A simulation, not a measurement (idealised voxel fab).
The document below concerns the process module designated voxel gate over fins.
In the cross-section labelled cut, the width is 220 nm and each square cell is 5 nm.
Each cross-section below is a grid of square cells, stated as bands in top-down order, with one or more rows of cells making up each band.
Band entry format. Leading values: height of top, height of bottom, nm. Remainder: materials in left-to-right order, each with its width in nm. Special words: "full width" on a single material, which then fills the band edge to edge; "air", empty space.
Measure heights from 0. That's the level where, below it, the as-received wafer is all one material. The lowest band is bottomless and extends downward; write it as in "0 -> down".
It should be noted that a width expressed as "30->40" varies in equal increments from row to row of cells within the band, taking the value of the first number at the top row and that of the second number at the bottom row.
Where the words "stayed the same" appear for a step, the cross-section shows no cell changed by that step; every cell remained as before.
"Encapsulated voids" specifies each empty space that is not open to the top and that occupies no fewer than 8 cells, using the form width x height at distance, the distance measured from the left edge and all three quantities in nm.
Whatever follows a step's settings on its line is a remark the simulator itself makes about that step.
"overlay nm" on a masked step: distance the mask lay right of its planned place, negative for left.

### Below is the list of planned process steps
1. RECEIVE (material Si)
2. CONFORMAL_DEP (material SiN; thk nm 10)
3. PATTERN (tone cover; mask id FINS; material resist; width nm 15; pitch nm 50; thk nm 15; overlay nm 0)
4. DIRECTIONAL_ETCH (etch materials SiN; depth nm 10)
5. DIRECTIONAL_ETCH (etch materials Si; depth nm 35)
6. STRIP (etch materials resist)
7. OXIDIZE (depth nm 5)
8. FILL_DEP (material SiO2; thk nm 10)
9. CMP (height nm 10)
10. PATTERN (tone open; mask id RAIL; material resist; width nm 15; thk nm 20; overlay nm 0)
11. DIRECTIONAL_ETCH (etch materials SiO2; depth nm 40)
12. STRIP (etch materials resist)
13. CONFORMAL_DEP (material TiN; thk nm 5)
14. FILL_DEP (material W; thk nm 5)
15. CMP (height nm 10)
16. SELECTIVE_ETCH (etch materials W Ru TiN; depth nm 30)
17. FILL_DEP (material SiO2; thk nm 5)
18. CMP (height nm 10)
19. SELECTIVE_ETCH (etch materials SiO2; depth nm 25)
20. STRIP (etch materials SiN)
21. CONFORMAL_DEP (material HfO2; thk nm 5)
22. CONFORMAL_DEP (material TiN; thk nm 5)
23. FILL_DEP (material W; thk nm 15)
24. CMP (height nm 20)
25. CONFORMAL_DEP (material SiCN; thk nm 10)

### As-received state of the wafer in cross-section, equivalent to post-step 1
    0 -> down: Si full width
    Encapsulated voids: none

### Module complete - cross-section of the first of two wafers, run according to plan
    30 -> 20: SiCN full width
    20 -> 10: W full width
    10 -> 5: W: 20, TiN: 25, W: 25, TiN: 25, W: 25, TiN: 25, W: 25, TiN: 25, W: 25
    5 -> 0: W: 20, TiN: 5, HfO2: 15, TiN: 5, W: 25, TiN: 5, HfO2: 15, TiN: 5, W: 25, TiN: 5, HfO2: 15, TiN: 5, W: 25, TiN: 5, HfO2: 15, TiN: 5, W: 25
    0 -> -5: W: 20, TiN: 5, HfO2: 5, Si: 5, HfO2: 5, TiN: 5, W: 25, TiN: 5, HfO2: 5, Si: 5, HfO2: 5, TiN: 5, W: 25, TiN: 5, HfO2: 5, Si: 5, HfO2: 5, TiN: 5, W: 25, TiN: 5, HfO2: 5, Si: 5, HfO2: 5, TiN: 5, W: 25
    -5 -> -10: TiN: 25, HfO2: 5, Si: 5, HfO2: 5, TiN: 35, HfO2: 5, Si: 5, HfO2: 5, TiN: 35, HfO2: 5, Si: 5, HfO2: 5, TiN: 35, HfO2: 5, Si: 5, HfO2: 5, TiN: 30
    -10 -> -15: HfO2: 30, Si: 5, HfO2: 45, Si: 5, HfO2: 45, Si: 5, HfO2: 45, Si: 5, HfO2: 35
    -15 -> -20: SiO2: 30, Si: 5, SiO2: 45, Si: 5, SiO2: 45, Si: 5, SiO2: 45, Si: 5, SiO2: 35
    -20 -> -25: SiO2: 30, Si: 5, SiO2: 15, TiN: 5, W: 5, TiN: 5, SiO2: 15, Si: 5, SiO2: 45, Si: 5, SiO2: 45, Si: 5, SiO2: 35
    -25 -> -30: SiO2: 30, Si: 5, SiO2: 15, TiN: 15, SiO2: 15, Si: 5, SiO2: 45, Si: 5, SiO2: 45, Si: 5, SiO2: 35
    -30 -> -40: SiO2: 30, Si: 5, SiO2: 45, Si: 5, SiO2: 45, Si: 5, SiO2: 45, Si: 5, SiO2: 35
    -40 -> down: Si full width
    Encapsulated voids: none

### Presented here is a cross-section of the second of the two wafers as it stood at the end of the module. It was started in the same manner and assigned the same plan as the first wafer; however, one mistake was made in its execution
    30 -> 20: SiCN full width
    20 -> 10: W full width
    10 -> 5: W: 15, TiN: 25, W: 25, TiN: 25, W: 25, TiN: 25, W: 25, TiN: 25, W: 30
    5 -> 0: W: 15, TiN: 5, HfO2: 15, TiN: 5, W: 25, TiN: 5, HfO2: 15, TiN: 5, W: 25, TiN: 5, HfO2: 15, TiN: 5, W: 25, TiN: 5, HfO2: 15, TiN: 5, W: 30
    0 -> -5: W: 15, TiN: 5, HfO2: 5, Si: 5, HfO2: 5, TiN: 5, W: 25, TiN: 5, HfO2: 5, Si: 5, HfO2: 5, TiN: 5, W: 25, TiN: 5, HfO2: 5, Si: 5, HfO2: 5, TiN: 5, W: 25, TiN: 5, HfO2: 5, Si: 5, HfO2: 5, TiN: 5, W: 30
    -5 -> -10: TiN: 20, HfO2: 5, Si: 5, HfO2: 5, TiN: 35, HfO2: 5, Si: 5, HfO2: 5, TiN: 35, HfO2: 5, Si: 5, HfO2: 5, TiN: 35, HfO2: 5, Si: 5, HfO2: 5, TiN: 35
    -10 -> -15: HfO2: 25, Si: 5, HfO2: 45, Si: 5, HfO2: 45, Si: 5, HfO2: 45, Si: 5, HfO2: 40
    -15 -> -20: SiO2: 25, Si: 5, SiO2: 45, Si: 5, SiO2: 45, Si: 5, SiO2: 45, Si: 5, SiO2: 40
    -20 -> -25: SiO2: 25, Si: 5, SiO2: 20, TiN: 5, W: 5, TiN: 5, SiO2: 10, Si: 5, SiO2: 45, Si: 5, SiO2: 45, Si: 5, SiO2: 40
    -25 -> -30: SiO2: 25, Si: 5, SiO2: 20, TiN: 15, SiO2: 10, Si: 5, SiO2: 45, Si: 5, SiO2: 45, Si: 5, SiO2: 40
    -30 -> -40: SiO2: 25, Si: 5, SiO2: 45, Si: 5, SiO2: 45, Si: 5, SiO2: 45, Si: 5, SiO2: 40
    -40 -> down: Si full width
    Encapsulated voids: none
In executing the process, a mistake was made relative to the plan: contrary to plan, step 3 was performed as PATTERN (tone cover; mask id FINS; material resist; width nm 15; pitch nm 50; thk nm 15; overlay nm -5)
Final state: per-material cell counts identical on both wafers; locations differ.
